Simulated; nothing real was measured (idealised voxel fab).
process module | voxel transistor to metal
cross-section cut | 215 nm wide | cells 5 nm
A cross-section is a grid of square cells, given in bands from the top down. A band is one or more rows of cells.
Each band's line starts with the height of the band's top and of its bottom, in nm. Then come its materials from left to right, each with its width in nm. One material with "throughout" fills the band from edge to edge. "air" is empty space.
Height 0 is the level under which the wafer as received is all one material. The lowest band goes on downwards, as in "0 down".
A width such as "30 to 40" changes by the same amount from each row of cells to the next, from the band's top row to its bottom row.
"no change" after a step means that no cell of the cross-section changed.
closed voids: empty space of 8 cells or more with no open way to the top, each as width x height at its distance from the left edge, in nm
after a step's settings: what the simulator itself notes on the step
overlay nm, on a step with a mask: how far to the right of its planned place the mask lay; to the left if negative
plan
1 op RECEIVE | material Si
2 op OXIDIZE | depth nm 5
3 op CONFORMAL_DEP | material SiN | thk nm 15
4 op PATTERN | tone cover | mask id ACTIVE | material resist | width nm 100 | thk nm 20 | overlay nm 0
5 op DIRECTIONAL_ETCH | etch materials SiN | depth nm 15
6 op DIRECTIONAL_ETCH | etch materials SiO2 | depth nm 5
7 op DIRECTIONAL_ETCH | etch materials Si | depth nm 20
8 op STRIP | etch materials resist
9 op FILL_DEP | material SiO2 | thk nm 15
10 op CMP | height nm 15
11 op SELECTIVE_ETCH | etch materials SiO2 | depth nm 10
12 op STRIP | etch materials SiN
13 op SELECTIVE_ETCH | etch materials SiO2 | depth nm 5
14 op OXIDIZE | depth nm 5
15 op DIRECTIONAL_DEP | material polySi | thk nm 20
16 op DIRECTIONAL_DEP | material SiCN | thk nm 10
17 op PATTERN | tone cover | mask id GATE | material resist | width nm 20 | thk nm 15 | overlay nm 0
18 op DIRECTIONAL_ETCH | etch materials SiCN | depth nm 20
19 op DIRECTIONAL_ETCH | etch materials polySi | depth nm 30
20 op STRIP | etch materials resist
21 op CONFORMAL_DEP | material SiN | thk nm 5
22 op DIRECTIONAL_ETCH | etch materials SiN | depth nm 5
23 op DIRECTIONAL_ETCH | etch materials SiO2 | depth nm 5
24 op DIRECTIONAL_ETCH | etch materials Si | depth nm 5
25 op EPI | material SiGe | thk nm 5
26 op FILL_DEP | material SiO2 | thk nm 10
27 op CMP | height nm 25
28 op DIRECTIONAL_DEP | material SiO2 | thk nm 15
29 op PATTERN | tone open | mask id CONTACT | material resist | width nm 20 | pitch nm 60 | thk nm 20 | overlay nm 0
30 op DIRECTIONAL_ETCH | etch materials SiO2 | depth nm 50
31 op STRIP | etch materials resist
32 op CONFORMAL_DEP | material TiN | thk nm 5
33 op FILL_DEP | material W | thk nm 5
34 op CMP | height nm 40
35 op DIRECTIONAL_DEP | material TiN | thk nm 5
36 op DIRECTIONAL_DEP | material Ru | thk nm 20
37 op PATTERN | tone cover | mask id METAL_1 | material resist | width nm 15 | pitch nm 75 | thk nm 15 | overlay nm 0
38 op DIRECTIONAL_ETCH | etch materials Ru | depth nm 20
39 op DIRECTIONAL_ETCH | etch materials TiN | depth nm 5
40 op STRIP | etch materials resist
41 op FILL_DEP | material lowk | thk nm 10
42 op CMP | height nm 65
43 op CONFORMAL_DEP | material SiN | thk nm 5
varied across the wafers: width nm of step 29. The plan shows the first wafer's value. All wafers start alike
first wafer as received, after step 1
  0 down: Si throughout
  closed voids: none
first wafer at the end, after step 43
  70 to 65: SiN throughout
  65 to 45: lowk 60 | Ru 15 | lowk 60 | Ru 15 | lowk 65
  45 to 40: lowk 60 | TiN 15 | lowk 60 | TiN 15 | lowk 65
  40 to 25: SiO2 65 | TiN 5 | W 10 | TiN 5 | SiO2 40 | TiN 5 | W 10 | TiN 5 | SiO2 70
  25 to 15: SiO2 65 | TiN 5 | W 10 | TiN 5 | SiO2 5 | SiN 5 | SiCN 20 | SiN 5 | SiO2 5 | TiN 5 | W 10 | TiN 5 | SiO2 70
  15 to 0: SiO2 65 | TiN 5 | W 10 | TiN 5 | SiO2 5 | SiN 5 | polySi 20 | SiN 5 | SiO2 5 | TiN 5 | W 10 | TiN 5 | SiO2 70
  0 to -5: SiO2 50 | SiN 5 | SiO2 10 | TiN 5 | W 10 | TiN 5 | SiO2 5 | SiN 5 | polySi 20 | SiN 5 | SiO2 5 | TiN 5 | W 10 | TiN 5 | SiO2 10 | SiN 5 | SiO2 55
  -5 to -10: SiO2 65 | TiN 20 | SiGe 5 | SiO2 30 | SiGe 5 | TiN 20 | SiO2 70
  -10 to -15: SiO2 55 | SiGe 35 | Si 30 | SiGe 35 | SiO2 60
  -15 to -25: SiO2 55 | Si 100 | SiO2 60
  -25 down: Si throughout
  closed voids: none
last wafer at the end
  70 to 65: SiN throughout
  65 to 45: lowk 60 | Ru 15 | lowk 60 | Ru 15 | lowk 65
  45 to 40: lowk 60 | TiN 15 | lowk 60 | TiN 15 | lowk 65
  40 to 30: SiO2 55 | TiN 5 | W 35 | TiN 5 | SiO2 15 | TiN 5 | W 35 | TiN 5 | SiO2 55
  30 to 25: SiO2 55 | TiN 5 | W 25 | TiN 15 | SiO2 15 | TiN 10 | W 30 | TiN 5 | SiO2 55
  25 to 15: SiO2 55 | TiN 5 | W 25 | TiN 5 | SiN 5 | SiCN 20 | SiN 5 | TiN 5 | W 30 | TiN 5 | SiO2 55
  15 to 5: SiO2 55 | TiN 5 | W 25 | TiN 5 | SiN 5 | polySi 20 | SiN 5 | TiN 5 | W 30 | TiN 5 | SiO2 55
  5 to 0: SiO2 55 | TiN 5 | W 25 | TiN 5 | SiN 5 | polySi 20 | SiN 5 | TiN 5 | W 25 | TiN 10 | SiO2 55
  0 to -5: SiO2 50 | SiN 5 | TiN 5 | W 20 | TiN 10 | SiN 5 | polySi 20 | SiN 5 | TiN 10 | W 20 | TiN 5 | SiN 5 | SiO2 55
  -5 to -10: SiO2 55 | TiN 30 | SiGe 5 | SiO2 30 | SiGe 5 | TiN 30 | SiO2 60
  -10 to -15: SiO2 55 | SiGe 35 | Si 30 | SiGe 35 | SiO2 60
  -15 to -25: SiO2 55 | Si 100 | SiO2 60
  -25 down: Si throughout
  closed voids: none
each wafer at the end: cells of each material gained (+) or lost (-) since it was received, then its closed voids
width nm 20 | +24 Ru | -169 Si | +8 SiCN | +16 SiGe | +57 SiN | +379 SiO2 | +50 TiN | +36 W | +185 lowk | +16 polySi | closed voids: none
width nm 25 | +24 Ru | -169 Si | +8 SiCN | +16 SiGe | +57 SiN | +360 SiO2 | +52 TiN | +53 W | +185 lowk | +16 polySi | closed voids: none
width nm 30 | +24 Ru | -169 Si | +8 SiCN | +16 SiGe | +57 SiN | +341 SiO2 | +54 TiN | +70 W | +185 lowk | +16 polySi | closed voids: none
width nm 35 | +24 Ru | -169 Si | +8 SiCN | +16 SiGe | +57 SiN | +328 SiO2 | +56 TiN | +81 W | +185 lowk | +16 polySi | closed voids: none
width nm 40 | +24 Ru | -169 Si | +8 SiCN | +16 SiGe | +57 SiN | +315 SiO2 | +58 TiN | +92 W | +185 lowk | +16 polySi | closed voids: none
width nm 45 | +24 Ru | -169 Si | +8 SiCN | +16 SiGe | +57 SiN | +304 SiO2 | +60 TiN | +101 W | +185 lowk | +16 polySi | closed voids: none
